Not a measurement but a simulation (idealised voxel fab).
process module | voxel capacitor over wiring
cross-section cut | 225 nm wide | cells 5 nm
A cross-section is a grid of square cells, given in bands from the top down. A band is one or more rows of cells.
Each band's line starts with the height of the band's top and of its bottom, in nm. Then come its materials from left to right, each with its width in nm. One material with "throughout" fills the band from edge to edge. "air" is empty space.
Height 0 is the level under which the wafer as received is all one material. The lowest band goes on downwards, as in "0 down".
A width such as "30 to 40" changes by the same amount from each row of cells to the next, from the band's top row to its bottom row.
"no change" after a step means that no cell of the cross-section changed.
closed voids: empty space of 8 cells or more with no open way to the top, each as width x height at its distance from the left edge, in nm
after a step's settings: what the simulator itself notes on the step
overlay nm, on a step with a mask: how far to the right of its planned place the mask lay; to the left if negative
plan
1 op RECEIVE | material Si
2 op CONFORMAL_DEP | material SiO2 | thk nm 10
3 op CONFORMAL_DEP | material SiN | thk nm 5
4 op DIRECTIONAL_DEP | material SiO2 | thk nm 20
5 op DIRECTIONAL_DEP | material aC | thk nm 15
6 op PATTERN | tone open | mask id METAL_1 | material resist | width nm 25 | pitch nm 85 | thk nm 35 | overlay nm 0
7 op DIRECTIONAL_ETCH | etch materials aC | depth nm 15
8 op STRIP | etch materials resist
9 op DIRECTIONAL_ETCH | etch materials SiO2 | depth nm 20
10 op DIRECTIONAL_ETCH | etch materials SiN | depth nm 5
11 op STRIP | etch materials aC
12 op CONFORMAL_DEP | material TiN | thk nm 5
13 op FILL_DEP | material Cu | thk nm 10
14 op CMP | height nm 35
15 op CONFORMAL_DEP | material SiCN | thk nm 5
16 op DIRECTIONAL_DEP | material lowk | thk nm 20
17 op MASKED_ETCH | tone open | mask id PLUG_1 | width nm 15 | etch materials lowk | depth nm 20 | overlay nm 0
18 op MASKED_ETCH | tone open | mask id PLUG_1 | width nm 15 | etch materials SiCN | depth nm 5 | overlay nm 0
19 op CONFORMAL_DEP | material TiN | thk nm 5
20 op FILL_DEP | material W | thk nm 5
21 op CMP | height nm 60
22 op DIRECTIONAL_DEP | material TiN | thk nm 10
23 op DIRECTIONAL_DEP | material SiN | thk nm 5
24 op DIRECTIONAL_DEP | material TiN | thk nm 10
25 op PATTERN | tone cover | mask id UPPER_PLATE | material resist | width nm 55 | thk nm 20 | overlay nm 0
26 op DIRECTIONAL_ETCH | etch materials TiN | depth nm 10
27 op DIRECTIONAL_ETCH | etch materials SiN | depth nm 5
28 op STRIP | etch materials resist
29 op MASKED_ETCH | tone cover | mask id LOWER_PLATE | width nm 75 | etch materials TiN | depth nm 10 | overlay nm 0
30 op FILL_DEP | material SiO2 | thk nm 15
31 op CMP | height nm 95
32 op DIRECTIONAL_DEP | material aC | thk nm 10
33 op PATTERN | tone open | mask id PLUG_2 | material resist | width nm 15 | thk nm 25 | overlay nm 0
34 op DIRECTIONAL_ETCH | etch materials aC | depth nm 10
35 op STRIP | etch materials resist
36 op DIRECTIONAL_ETCH | etch materials SiO2 | depth nm 10
37 op STRIP | etch materials aC
38 op CONFORMAL_DEP | material TiN | thk nm 5
39 op FILL_DEP | material Cu | thk nm 10
40 op CMP | height nm 95
41 op CONFORMAL_DEP | material SiCN | thk nm 5
varied across the wafers: width nm of step 25. The plan shows the first wafer's value. All wafers start alike
first wafer as received, after step 1
  0 down: Si throughout
  closed voids: none
each wafer at the end: cells of each material gained (+) or lost (-) since it was received, then its closed voids
width nm 55 | +25 Cu | +87 SiCN | +46 SiN | +476 SiO2 | +94 TiN | +4 W | +168 lowk | closed voids: none
width nm 60 | +25 Cu | +87 SiCN | +47 SiN | +473 SiO2 | +96 TiN | +4 W | +168 lowk | closed voids: none
width nm 65 | +25 Cu | +87 SiCN | +48 SiN | +470 SiO2 | +98 TiN | +4 W | +168 lowk | closed voids: none
width nm 70 | +25 Cu | +87 SiCN | +49 SiN | +467 SiO2 | +100 TiN | +4 W | +168 lowk | closed voids: none
width nm 75 | +25 Cu | +87 SiCN | +50 SiN | +464 SiO2 | +102 TiN | +4 W | +168 lowk | closed voids: none
width nm 80 | +25 Cu | +87 SiCN | +51 SiN | +461 SiO2 | +104 TiN | +4 W | +168 lowk | closed voids: none
